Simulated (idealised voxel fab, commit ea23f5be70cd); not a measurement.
The following process module bears the name voxel lift off.
Each square cell in cross-section cut measures 5 nm, and the section as a whole is 270 nm wide.
Notation: cross-section as square-cell grid; stated in bands, top first, going down; one or more cell rows per band.
Band: top and bottom heights (nm) first, top before bottom; then materials from left to right, widths in nm. "edge to edge" marks a sole material filling the band edge to edge. "air" denotes empty space.
Heights are reckoned from 0. Under this level, the received wafer is all of one material. The bottommost band is open-ended downward, for example "0..down".
A width given as "30 to 40" starts at the first number in the band's top row and ends at the second number in its bottom row, shifting by an equal amount at every step from row to row.
The cross-section has no changed cell in any step marked "no alterations made".
Closed empty spaces (no open way to the top) of 8 cells or more are what "Trapped cavities" lists, each as width x height at distance from the left edge, nm for all three.
Where a step's line continues beyond its settings, the continuation is a remark by the simulator itself on that step.
You can add "overlay nm" to a step's line. For a step with a mask, it describes how far the mask lay to the right of its planned position, and a negative number describes a lay to the left.

Planned step list for the process:
1 RECEIVE, material Si
2 CONFORMAL_DEP, material SiN, thk nm 5
3 PATTERN, tone open, mask id LINES, material resist, width nm 15, pitch nm 45, thk nm 20, overlay nm 0
4 DIRECTIONAL_DEP, material Ru, thk nm 10
5 STRIP, etch materials resist
6 CONFORMAL_DEP, material SiCN, thk nm 10

First of two wafers: run as planned:

Cross-sectional view of the wafer in its as-received condition, corresponding to the state after step 1:
0..down = Si edge to edge
Trapped cavities: none

You're looking at a cross-section of the wafer after step 2:
5..0 = SiN edge to edge
At heights below 0, the structure remains unaltered.

You're looking at a cross-section of the wafer after step 3:
25..5 = resist (60), then air (15), then resist (30), then air (15), then resist (30), then air (15), then resist (30), then air (15), then resist (60)
At heights below 5, the structure remains unaltered.

You're looking at a cross-section of the wafer after step 4:
35..25 = Ru (60), then air (15), then Ru (30), then air (15), then Ru (30), then air (15), then Ru (30), then air (15), then Ru (60)
25..15 = resist (60), then air (15), then resist (30), then air (15), then resist (30), then air (15), then resist (30), then air (15), then resist (60)
15..5 = resist (60), then Ru (15), then resist (30), then Ru (15), then resist (30), then Ru (15), then resist (30), then Ru (15), then resist (60)
At heights below 5, the structure remains unaltered.

You're looking at a cross-section of the wafer after step 5:
15..5 = air (60), then Ru (15), then air (30), then Ru (15), then air (30), then Ru (15), then air (30), then Ru (15), then air (60)
At heights below 5, the structure remains unaltered.

You're looking at a cross-section of the wafer after step 6:
25..15 = air (50), then SiCN (35), then air (10), then SiCN (35), then air (10), then SiCN (35), then air (10), then SiCN (35), then air (50)
15..5 = SiCN (60), then Ru (15), then SiCN (30), then Ru (15), then SiCN (30), then Ru (15), then SiCN (30), then Ru (15), then SiCN (60)
At heights below 5, the structure remains unaltered.

The second wafer was prepared from the same starting point and under the same plan as the first; its processing contained one mistake, and it remains indistinguishable from the first wafer up to and including step 2:

Here is the second wafer in cross-section at the point where step 3 of the plan should have been done:
25..5 = resist (70), then air (15), then resist (30), then air (15), then resist (30), then air (15), then resist (30), then air (15), then resist (50)
At heights below 5, the structure remains unaltered.

Here is the second wafer in cross-section at the point where step 4 of the plan should have been done:
35..25 = Ru (70), then air (15), then Ru (30), then air (15), then Ru (30), then air (15), then Ru (30), then air (15), then Ru (50)
25..15 = resist (70), then air (15), then resist (30), then air (15), then resist (30), then air (15), then resist (30), then air (15), then resist (50)
15..5 = resist (70), then Ru (15), then resist (30), then Ru (15), then resist (30), then Ru (15), then resist (30), then Ru (15), then resist (50)
At heights below 5, the structure remains unaltered.

Here is the second wafer in cross-section at the point where step 5 of the plan should have been done:
15..5 = air (70), then Ru (15), then air (30), then Ru (15), then air (30), then Ru (15), then air (30), then Ru (15), then air (50)
At heights below 5, the structure remains unaltered.

Here is the second wafer in cross-section at the point where step 6 of the plan should have been done:
25..15 = air (60), then SiCN (35), then air (10), then SiCN (35), then air (10), then SiCN (35), then air (10), then SiCN (35), then air (40)
15..5 = SiCN (70), then Ru (15), then SiCN (30), then Ru (15), then SiCN (30), then Ru (15), then SiCN (30), then Ru (15), then SiCN (50)
At heights below 5, the structure remains unaltered.
Short version of what went wrong: not per plan at step 3, really ran PATTERN, tone open, mask id LINES, material resist, width nm 15, pitch nm 45, thk nm 20, overlay nm 10
Tallied in cells, the final second wafer holds each material in the same quantity as the first, although not at the same places.
